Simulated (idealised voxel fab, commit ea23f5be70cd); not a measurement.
The name of this process module is voxel spacer lines.
Shown is cross-section cut, with a width of 240 nm and square cells of size 5 nm.
If you're reading a cross-section in this doc, picture square cells in a grid; it comes to you as bands, top ones listed first down to the bottom, and a band can be one or more rows of cells.
Each band's line starts with the height of the band's top and of its bottom, in nm. Then come its materials from left to right, each with its width in nm. One material with "throughout" fills the band from edge to edge. "air" is empty space.
Ref level 0: as-received wafer is one material below here. Bottom band extends down with no lower bound ("top 0, no bottom").
Per-row width for "30..40": begins at first number (top row of band), ends at second number (bottom row), increment between rows held constant.
Where the words "nothing different" appear for a step, the cross-section shows no cell changed by that step; every cell remained as before.
Closed empty spaces (no open way to the top) of 8 cells or more are what "Closed void catalog" lists, each as width x height at distance from the left edge, nm for all three.
Where a step's line continues beyond its settings, the continuation is a remark by the simulator itself on that step.
When a step includes a mask, the "overlay nm" setting on its line states how far to the right of its planned place that mask lay, and negative values state how far to the left.
### The process steps that were planned are listed below
1. RECEIVE with material Si
2. CONFORMAL_DEP with material Al2O3, thk nm 5
3. DIRECTIONAL_DEP with material polySi, thk nm 20
4. DIRECTIONAL_DEP with material aC, thk nm 25
5. PATTERN with tone cover, mask id MANDREL, material resist, width nm 15, pitch nm 50, thk nm 30, overlay nm 0
6. DIRECTIONAL_ETCH with etch materials aC, depth nm 25
7. STRIP with etch materials resist
8. CONFORMAL_DEP with material SiO2, thk nm 10
9. DIRECTIONAL_ETCH with etch materials SiO2, depth nm 10
10. STRIP with etch materials aC
11. DIRECTIONAL_ETCH with etch materials polySi, depth nm 20
12. STRIP with etch materials SiO2
13. FILL_DEP with material SiO2, thk nm 10
14. CMP with height nm 25
### The following pertains to the first of two wafers, which was processed as planned
### Cross-section: wafer on arrival = after step 1
top 0, no bottom | Si throughout
Closed void catalog: none
### So this is the wafer cross-section right after step 2
top 5, bottom 0 | Al2O3 throughout
At heights below 0, the structure remains unaltered.
### So this is the wafer cross-section right after step 3
top 25, bottom 5 | polySi throughout
At heights below 5, the structure remains unaltered.
### So this is the wafer cross-section right after step 4
top 50, bottom 25 | aC throughout
At heights below 25, the structure remains unaltered.
### So this is the wafer cross-section right after step 5
top 80, bottom 50 | air 60 | resist 15 | air 35 | resist 15 | air 35 | resist 15 | air 65
At heights below 50, the structure remains unaltered.
### So this is the wafer cross-section right after step 6
top 55, bottom 50 | air 60 | resist 15 | air 35 | resist 15 | air 35 | resist 15 | air 65
top 50, bottom 25 | air 60 | aC 15 | air 35 | aC 15 | air 35 | aC 15 | air 65
At heights below 25, the structure remains unaltered.
### So this is the wafer cross-section right after step 7
top 50, bottom 25 | air 60 | aC 15 | air 35 | aC 15 | air 35 | aC 15 | air 65
At heights below 25, the structure remains unaltered.
### So this is the wafer cross-section right after step 8
top 60, bottom 50 | air 50 | SiO2 35 | air 15 | SiO2 35 | air 15 | SiO2 35 | air 55
top 50, bottom 35 | air 50 | SiO2 10 | aC 15 | SiO2 10 | air 15 | SiO2 10 | aC 15 | SiO2 10 | air 15 | SiO2 10 | aC 15 | SiO2 10 | air 55
top 35, bottom 25 | SiO2 60 | aC 15 | SiO2 35 | aC 15 | SiO2 35 | aC 15 | SiO2 65
At heights below 25, the structure remains unaltered.
### So this is the wafer cross-section right after step 9
top 50, bottom 25 | air 50 | SiO2 10 | aC 15 | SiO2 10 | air 15 | SiO2 10 | aC 15 | SiO2 10 | air 15 | SiO2 10 | aC 15 | SiO2 10 | air 55
At heights below 25, the structure remains unaltered.
### So this is the wafer cross-section right after step 10
top 50, bottom 25 | air 50 | SiO2 10 | air 15 | SiO2 10 | air 15 | SiO2 10 | air 15 | SiO2 10 | air 15 | SiO2 10 | air 15 | SiO2 10 | air 55
At heights below 25, the structure remains unaltered.
### So this is the wafer cross-section right after step 11
top 50, bottom 25 | air 50 | SiO2 10 | air 15 | SiO2 10 | air 15 | SiO2 10 | air 15 | SiO2 10 | air 15 | SiO2 10 | air 15 | SiO2 10 | air 55
top 25, bottom 5 | air 50 | polySi 10 | air 15 | polySi 10 | air 15 | polySi 10 | air 15 | polySi 10 | air 15 | polySi 10 | air 15 | polySi 10 | air 55
At heights below 5, the structure remains unaltered.
### So this is the wafer cross-section right after step 12
top 25, bottom 5 | air 50 | polySi 10 | air 15 | polySi 10 | air 15 | polySi 10 | air 15 | polySi 10 | air 15 | polySi 10 | air 15 | polySi 10 | air 55
At heights below 5, the structure remains unaltered.
### So this is the wafer cross-section right after step 13
top 35, bottom 25 | SiO2 throughout
top 25, bottom 5 | SiO2 50 | polySi 10 | SiO2 15 | polySi 10 | SiO2 15 | polySi 10 | SiO2 15 | polySi 10 | SiO2 15 | polySi 10 | SiO2 15 | polySi 10 | SiO2 55
At heights below 5, the structure remains unaltered.
### So this is the wafer cross-section right after step 14
top 25, bottom 5 | SiO2 50 | polySi 10 | SiO2 15 | polySi 10 | SiO2 15 | polySi 10 | SiO2 15 | polySi 10 | SiO2 15 | polySi 10 | SiO2 15 | polySi 10 | SiO2 55
At heights below 5, the structure remains unaltered.
### Wafer two of the pair: same origin, same plan, one error during the run; identical to wafer one up to and including step 1
Second wafer, sectioned view, at step 2's planned end time: nothing different
### Second wafer, sectioned view, at step 3's planned end time
top 20, bottom 0 | polySi throughout
At heights below 0, the structure remains unaltered.
### Second wafer, sectioned view, at step 4's planned end time
top 45, bottom 20 | aC throughout
At heights below 20, the structure remains unaltered.
### Second wafer, sectioned view, at step 5's planned end time
top 75, bottom 45 | air 60 | resist 15 | air 35 | resist 15 | air 35 | resist 15 | air 65
At heights below 45, the structure remains unaltered.
### Second wafer, sectioned view, at step 6's planned end time
top 50, bottom 45 | air 60 | resist 15 | air 35 | resist 15 | air 35 | resist 15 | air 65
top 45, bottom 20 | air 60 | aC 15 | air 35 | aC 15 | air 35 | aC 15 | air 65
At heights below 20, the structure remains unaltered.
### Second wafer, sectioned view, at step 7's planned end time
top 45, bottom 20 | air 60 | aC 15 | air 35 | aC 15 | air 35 | aC 15 | air 65
At heights below 20, the structure remains unaltered.
### Second wafer, sectioned view, at step 8's planned end time
top 55, bottom 45 | air 50 | SiO2 35 | air 15 | SiO2 35 | air 15 | SiO2 35 | air 55
top 45, bottom 30 | air 50 | SiO2 10 | aC 15 | SiO2 10 | air 15 | SiO2 10 | aC 15 | SiO2 10 | air 15 | SiO2 10 | aC 15 | SiO2 10 | air 55
top 30, bottom 20 | SiO2 60 | aC 15 | SiO2 35 | aC 15 | SiO2 35 | aC 15 | SiO2 65
At heights below 20, the structure remains unaltered.
### Second wafer, sectioned view, at step 9's planned end time
top 45, bottom 20 | air 50 | SiO2 10 | aC 15 | SiO2 10 | air 15 | SiO2 10 | aC 15 | SiO2 10 | air 15 | SiO2 10 | aC 15 | SiO2 10 | air 55
At heights below 20, the structure remains unaltered.
### Second wafer, sectioned view, at step 10's planned end time
top 45, bottom 20 | air 50 | SiO2 10 | air 15 | SiO2 10 | air 15 | SiO2 10 | air 15 | SiO2 10 | air 15 | SiO2 10 | air 15 | SiO2 10 | air 55
At heights below 20, the structure remains unaltered.
### Second wafer, sectioned view, at step 11's planned end time
top 45, bottom 20 | air 50 | SiO2 10 | air 15 | SiO2 10 | air 15 | SiO2 10 | air 15 | SiO2 10 | air 15 | SiO2 10 | air 15 | SiO2 10 | air 55
top 20, bottom 0 | air 50 | polySi 10 | air 15 | polySi 10 | air 15 | polySi 10 | air 15 | polySi 10 | air 15 | polySi 10 | air 15 | polySi 10 | air 55
At heights below 0, the structure remains unaltered.
### Second wafer, sectioned view, at step 12's planned end time
top 20, bottom 0 | air 50 | polySi 10 | air 15 | polySi 10 | air 15 | polySi 10 | air 15 | polySi 10 | air 15 | polySi 10 | air 15 | polySi 10 | air 55
At heights below 0, the structure remains unaltered.
### Second wafer, sectioned view, at step 13's planned end time
top 30, bottom 20 | SiO2 throughout
top 20, bottom 0 | SiO2 50 | polySi 10 | SiO2 15 | polySi 10 | SiO2 15 | polySi 10 | SiO2 15 | polySi 10 | SiO2 15 | polySi 10 | SiO2 15 | polySi 10 | SiO2 55
At heights below 0, the structure remains unaltered.
### Second wafer, sectioned view, at step 14's planned end time
top 25, bottom 20 | SiO2 throughout
At heights below 20, the structure remains unaltered.
The plan and the run diverged here: the plan's step 2 went unexecuted, having been skipped
End of process, cell counts, second wafer against first, materials with more or fewer: 48 fewer of Al2O3 | 48 more of SiO2
